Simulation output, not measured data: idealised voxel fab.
The process module that follows is named voxel lift off.
Section cut is 260 nm wide and gridded with 5 nm square cells.
How to read a cross-section here: the picture is a grid of square cells, written as bands going from the top down, and any band can span one or more rows of cells. It is stipulated that each band's entry specify, in nanometres, the height of the top of the band and then that of its bottom, followed by the materials of the band in left-to-right sequence, each together with its width in nanometres. A single material marked by the word "edge to edge" is understood to fill the band from edge to edge; the word "blank" is understood to denote empty space. Heights are expressed relative to 0, this being the level below which the as-received wafer comprises one material exclusively. The lowest band is unbounded in the downward direction and is denoted as in "0..down". A width given as "30 to 40" starts at the first number in the band's top row and ends at the second number in its bottom row, shifting by an equal amount at every step from row to row. Basically "nothing changed" means that step didn't change any cell in the cross-section. "Encapsulated voids": sealed empty spaces, 8 cells or more, no open way to top, listed width x height at distance, with distance from the left edge and width, height and distance in nm. Step line, after settings: the simulator's comment on this step. When a step includes a mask, the "overlay nm" setting on its line states how far to the right of its planned place that mask lay, and negative values state how far to the left.

### The process steps that were planned are listed below
1: RECEIVE with material Si
2: CONFORMAL_DEP with material SiO2, thk nm 15
3: PATTERN with tone open, mask id LINES, material resist, width nm 15, pitch nm 45, thk nm 30, overlay nm 0
4: DIRECTIONAL_DEP with material Ru, thk nm 15
5: STRIP with etch materials resist
6: CONFORMAL_DEP with material SiN, thk nm 5

### Cross-section: wafer on arrival = after step 1
    0..down: Si edge to edge
    Encapsulated voids: none

### a wafer at the end: this start, this plan, one mistake
    35..20: blank (95) | Ru (25) | blank (20) | Ru (25) | blank (95)
    20..15: Ru edge to edge
    15..0: SiO2 edge to edge
    0..down: Si edge to edge
    Encapsulated voids: none
Finding, execution versus plan: for step 6, the planned setting was not used; the step was instead run as CONFORMAL_DEP with material Ru, thk nm 5
